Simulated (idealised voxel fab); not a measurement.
voxel released beams: a process module
Square cell edge 5 nm, section width 250 nm, ID cut.
Cross-sections here: square-cell grids, written as top-down lists of bands, a band being one or more rows of cells.
First you get the band's top height and its bottom height, in nm, and then the materials it's made of, left to right, with each width in nm. If you see a single material with "edge to edge", that one covers the band edge to edge. "empty" is empty space.
Basically, 0 is our baseline, since under it the wafer straight out of the box is all one material. The bottom band has no lower end and keeps on going down, so it looks like "0..down".
The expression "30..40" gives the width at the extremes of the band, the first number at its top row of cells and the second at its bottom row, with the width changing by equal amounts from each row to the next in between.
What does "all unchanged" mean for a step? It means no cell of the cross-section changed in that step.
Voids not open to the top, 8 cells minimum: see "Sealed void listing". Written width x height at distance; distance is from the left edge; nm.
Formally, on a step line, whatever follows the settings is a remark that the simulator itself makes on the step.
The setting "overlay nm" may be written on the line of a step. When the step uses a mask, the value reports how far to the right of the planned place the mask lay, and a negative value reports that it lay to the left.

Set out below are the planned steps of the process
- 1: RECEIVE: material Si
- 2: CONFORMAL_DEP: material Al2O3, thk nm 10
- 3: DIRECTIONAL_DEP: material SiO2, thk nm 20
- 4: DIRECTIONAL_DEP: material aC, thk nm 15
- 5: PATTERN: tone open, mask id ANCHOR, material resist, width nm 25, thk nm 30, overlay nm 0
- 6: DIRECTIONAL_ETCH: etch materials aC, depth nm 15
- 7: STRIP: etch materials resist
- 8: DIRECTIONAL_ETCH: etch materials SiO2, depth nm 20
- 9: STRIP: etch materials aC
- 10: CONFORMAL_DEP: material SiN, thk nm 10
- 11: PATTERN: tone cover, mask id BEAM, material resist, width nm 70, thk nm 15, overlay nm 0
- 12: DIRECTIONAL_ETCH: etch materials SiN, depth nm 10
- 13: STRIP: etch materials resist
- 14: STRIP: etch materials SiO2

This is the cross-section of the wafer as we received it, i.e. after step 1
> 0..down = Si edge to edge
> Sealed void listing: none

Cross-section at module end, one run error; start and plan unchanged from above
> 40..30 = empty=85 | SiN=70 | empty=95
> 30..20 = Al2O3 edge to edge
> 20..0 = SiO2 edge to edge
> 0..down = Si edge to edge
> Sealed void listing: none
What broke from the plan during processing? a sequencing error occurred in which plan steps 2 and 3 were transposed
